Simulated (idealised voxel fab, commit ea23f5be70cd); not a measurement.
process module | voxel gate over fins
cross-section cut | 170 nm wide | cells 5 nm
A cross-section is a grid of square cells, given in bands from the top down. A band is one or more rows of cells.
Each band's line starts with the height of the band's top and of its bottom, in nm. Then come its materials from left to right, each with its width in nm. One material with "throughout" fills the band from edge to edge. "air" is empty space.
Height 0 is the level under which the wafer as received is all one material. The lowest band goes on downwards, as in "0 down".
A width such as "30 to 40" changes by the same amount from each row of cells to the next, from the band's top row to its bottom row.
"no change" after a step means that no cell of the cross-section changed.
closed voids: empty space of 8 cells or more with no open way to the top, each as width x height at its distance from the left edge, in nm
after a step's settings: what the simulator itself notes on the step
overlay nm, on a step with a mask: how far to the right of its planned place the mask lay; to the left if negative
plan
1 op RECEIVE | material Si
2 op CONFORMAL_DEP | material SiN | thk nm 10
3 op DIRECTIONAL_DEP | material aC | thk nm 10
4 op PATTERN | tone cover | mask id FINS | material resist | width nm 15 | pitch nm 60 | thk nm 30 | overlay nm 0
5 op DIRECTIONAL_ETCH | etch materials aC | depth nm 10
6 op STRIP | etch materials resist
7 op DIRECTIONAL_ETCH | etch materials SiN | depth nm 10
8 op DIRECTIONAL_ETCH | etch materials Si | depth nm 35
9 op STRIP | etch materials aC
10 op OXIDIZE | depth nm 5
11 op FILL_DEP | material SiO2 | thk nm 5
12 op CMP | height nm 10
13 op DIRECTIONAL_DEP | material aC | thk nm 15
14 op PATTERN | tone open | mask id RAIL | material resist | width nm 15 | thk nm 30 | overlay nm 0
15 op DIRECTIONAL_ETCH | etch materials aC | depth nm 15
16 op STRIP | etch materials resist
17 op DIRECTIONAL_ETCH | etch materials SiO2 | depth nm 40
18 op STRIP | etch materials aC
19 op CONFORMAL_DEP | material TiN | thk nm 5
20 op FILL_DEP | material Ru | thk nm 10
21 op CMP | height nm 10
22 op SELECTIVE_ETCH | etch materials W Ru TiN | depth nm 30
23 op FILL_DEP | material SiO2 | thk nm 5
24 op CMP | height nm 10
25 op SELECTIVE_ETCH | etch materials SiO2 | depth nm 25
26 op STRIP | etch materials SiN
27 op CONFORMAL_DEP | material HfO2 | thk nm 5
28 op CONFORMAL_DEP | material TiN | thk nm 5
29 op CONFORMAL_DEP | material TiAl | thk nm 5
30 op CONFORMAL_DEP | material TiN | thk nm 5
31 op FILL_DEP | material W | thk nm 15
32 op CMP | height nm 30
33 op CONFORMAL_DEP | material SiCN | thk nm 5
as received, after step 1
  0 down: Si throughout
  closed voids: none
first wafer at the end, as planned
  35 to 30: SiCN throughout
  30 to 20: W throughout
  20 to 15: W 30 | TiN 45 | W 15 | TiN 45 | W 35
  15 to 10: W 30 | TiN 5 | TiAl 35 | TiN 5 | W 15 | TiN 5 | TiAl 35 | TiN 5 | W 35
  10 to 5: W 30 | TiN 5 | TiAl 5 | TiN 25 | TiAl 5 | TiN 5 | W 15 | TiN 5 | TiAl 5 | TiN 25 | TiAl 5 | TiN 5 | W 35
  5 to 0: TiN 35 | TiAl 5 | TiN 5 | HfO2 15 | TiN 5 | TiAl 5 | TiN 25 | TiAl 5 | TiN 5 | HfO2 15 | TiN 5 | TiAl 5 | TiN 40
  0 to -5: TiAl 40 | TiN 5 | HfO2 5 | Si 5 | HfO2 5 | TiN 5 | TiAl 35 | TiN 5 | HfO2 5 | Si 5 | HfO2 5 | TiN 5 | TiAl 45
  -5 to -10: TiN 45 | HfO2 5 | Si 5 | HfO2 5 | TiN 45 | HfO2 5 | Si 5 | HfO2 5 | TiN 50
  -10 to -15: HfO2 50 | Si 5 | HfO2 55 | Si 5 | HfO2 55
  -15 to -20: SiO2 50 | Si 5 | SiO2 55 | Si 5 | SiO2 55
  -20 to -25: SiO2 50 | Si 5 | SiO2 20 | TiN 5 | Ru 5 | TiN 5 | SiO2 20 | Si 5 | SiO2 55
  -25 to -30: SiO2 50 | Si 5 | SiO2 20 | TiN 15 | SiO2 20 | Si 5 | SiO2 55
  -30 to -40: SiO2 50 | Si 5 | SiO2 55 | Si 5 | SiO2 55
  -40 down: Si throughout
  closed voids: none
second wafer at the end: like start, like plan, one mistake
  35 to 30: SiCN throughout
  30 to 15: W throughout
  15 to 10: W 35 | TiN 35 | W 25 | TiN 35 | W 40
  10 to 5: W 35 | TiN 5 | TiAl 25 | TiN 5 | W 25 | TiN 5 | TiAl 25 | TiN 5 | W 40
  5 to 0: W 35 | TiN 5 | TiAl 5 | TiN 15 | TiAl 5 | TiN 5 | W 25 | TiN 5 | TiAl 5 | TiN 15 | TiAl 5 | TiN 5 | W 40
  0 to -5: TiN 40 | TiAl 5 | TiN 5 | Si 5 | TiN 5 | TiAl 5 | TiN 35 | TiAl 5 | TiN 5 | Si 5 | TiN 5 | TiAl 5 | TiN 45
  -5 to -10: TiAl 45 | TiN 5 | Si 5 | TiN 5 | TiAl 45 | TiN 5 | Si 5 | TiN 5 | TiAl 50
  -10 to -15: TiN 50 | Si 5 | TiN 55 | Si 5 | TiN 55
  -15 to -20: SiO2 50 | Si 5 | SiO2 55 | Si 5 | SiO2 55
  -20 to -25: SiO2 50 | Si 5 | SiO2 20 | TiN 5 | Ru 5 | TiN 5 | SiO2 20 | Si 5 | SiO2 55
  -25 to -30: SiO2 50 | Si 5 | SiO2 20 | TiN 15 | SiO2 20 | Si 5 | SiO2 55
  -30 to -40: SiO2 50 | Si 5 | SiO2 55 | Si 5 | SiO2 55
  -40 down: Si throughout
  closed voids: none
what went wrong: step 27 was left out
at the end the second wafer has, in cells: 46 fewer of HfO2 | 46 more of W
